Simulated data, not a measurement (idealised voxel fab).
Process module under the name voxel self aligned vias
Pictured: cross-section cut, 280 nm wide, on a grid of 5 nm square cells.
Throughout this document, each cross-section is represented as a grid of square cells and is presented as a sequence of bands enumerated from the top downward, where a band comprises one or more rows of cells. Band: top and bottom heights (nm) first, top before bottom; then materials from left to right, widths in nm. "all across" marks a sole material filling the band edge to edge. "blank" denotes empty space. Heads up on the height convention: 0 is the point under which the incoming wafer is all one material, and the lowest band has no bottom, it just keeps going down, like "0 -> down". When a width is written as two numbers, as in "30 to 40", the first number is the width in the top row of cells of the band and the second is the width in its bottom row, and the width changes by the same amount from each row to the next. The cross-section has no changed cell in any step marked "no modification". Closed empty spaces (no open way to the top) of 8 cells or more are what "Sealed void inventory" lists, each as width x height at distance from the left edge, nm for all three. If you see something after the settings on a step's line, that's the simulator's own remark about that step. Steps that use a mask can have "overlay nm" on their line. It says how far the mask sat to the right of where it was meant to be. Negative means to the left.

### Set out below are the planned steps of the process
- 1: RECEIVE, material Si
- 2: CONFORMAL_DEP, material SiO2, thk nm 15
- 3: CONFORMAL_DEP, material SiCN, thk nm 5
- 4: DIRECTIONAL_DEP, material lowk, thk nm 30
- 5: MASKED_ETCH, tone open, mask id LINES, width nm 30, pitch nm 75, etch materials lowk, depth nm 30, overlay nm 0
- 6: CONFORMAL_DEP, material TiN, thk nm 5
- 7: FILL_DEP, material W, thk nm 10
- 8: CMP, height nm 50
- 9: SELECTIVE_ETCH, etch materials W Ru TiN, depth nm 10
- 10: FILL_DEP, material SiN, thk nm 10
- 11: CMP, height nm 50
- 12: DIRECTIONAL_DEP, material lowk, thk nm 20
- 13: MASKED_ETCH, tone open, mask id VIAS, width nm 50, etch materials lowk, depth nm 20, overlay nm 0
- 14: MASKED_ETCH, tone open, mask id VIAS, width nm 50, etch materials SiN, depth nm 10, overlay nm 0
- 15: CONFORMAL_DEP, material TiN, thk nm 5
- 16: FILL_DEP, material Ru, thk nm 5
- 17: CMP, height nm 70
- 18: CONFORMAL_DEP, material SiN, thk nm 5

### Delivered wafer in cross-section: state after step 1
- 0 -> down  Si all across
- Sealed void inventory: none

### First wafer of two, sectioned at end of module; run went per plan
- 75 -> 70  SiN all across
- 70 -> 55  lowk=75 | TiN=5 | Ru=40 | TiN=5 | lowk=155
- 55 -> 50  lowk=75 | TiN=15 | Ru=20 | TiN=15 | lowk=155
- 50 -> 45  lowk=85 | TiN=5 | Ru=20 | TiN=5 | lowk=45 | SiN=30 | lowk=90
- 45 -> 40  lowk=85 | TiN=30 | lowk=45 | SiN=30 | lowk=90
- 40 -> 25  lowk=85 | TiN=5 | W=20 | TiN=5 | lowk=45 | TiN=5 | W=20 | TiN=5 | lowk=90
- 25 -> 20  lowk=85 | TiN=30 | lowk=45 | TiN=30 | lowk=90
- 20 -> 15  SiCN all across
- 15 -> 0  SiO2 all across
- 0 -> down  Si all across
- Sealed void inventory: none

### Second wafer cross-section at end of module - shared start and plan with the first, one mistake in the run
- 75 -> 70  SiN all across
- 70 -> 55  lowk=75 | SiCN=5 | Ru=40 | SiCN=5 | lowk=155
- 55 -> 50  lowk=75 | SiCN=15 | Ru=20 | SiCN=15 | lowk=155
- 50 -> 45  lowk=85 | SiCN=5 | Ru=20 | SiCN=5 | lowk=45 | SiN=30 | lowk=90
- 45 -> 40  lowk=85 | SiCN=30 | lowk=45 | SiN=30 | lowk=90
- 40 -> 25  lowk=85 | TiN=5 | W=20 | TiN=5 | lowk=45 | TiN=5 | W=20 | TiN=5 | lowk=90
- 25 -> 20  lowk=85 | TiN=30 | lowk=45 | TiN=30 | lowk=90
- 20 -> 15  SiCN all across
- 15 -> 0  SiO2 all across
- 0 -> down  Si all across
- Sealed void inventory: none
what went wrong: step 15 was not run as planned; what actually ran was CONFORMAL_DEP, material SiCN, thk nm 5
Bottom line after processing is that, in cells, the second wafer is up or down on some materials versus the first: 20 more of SiCN | 20 fewer of TiN
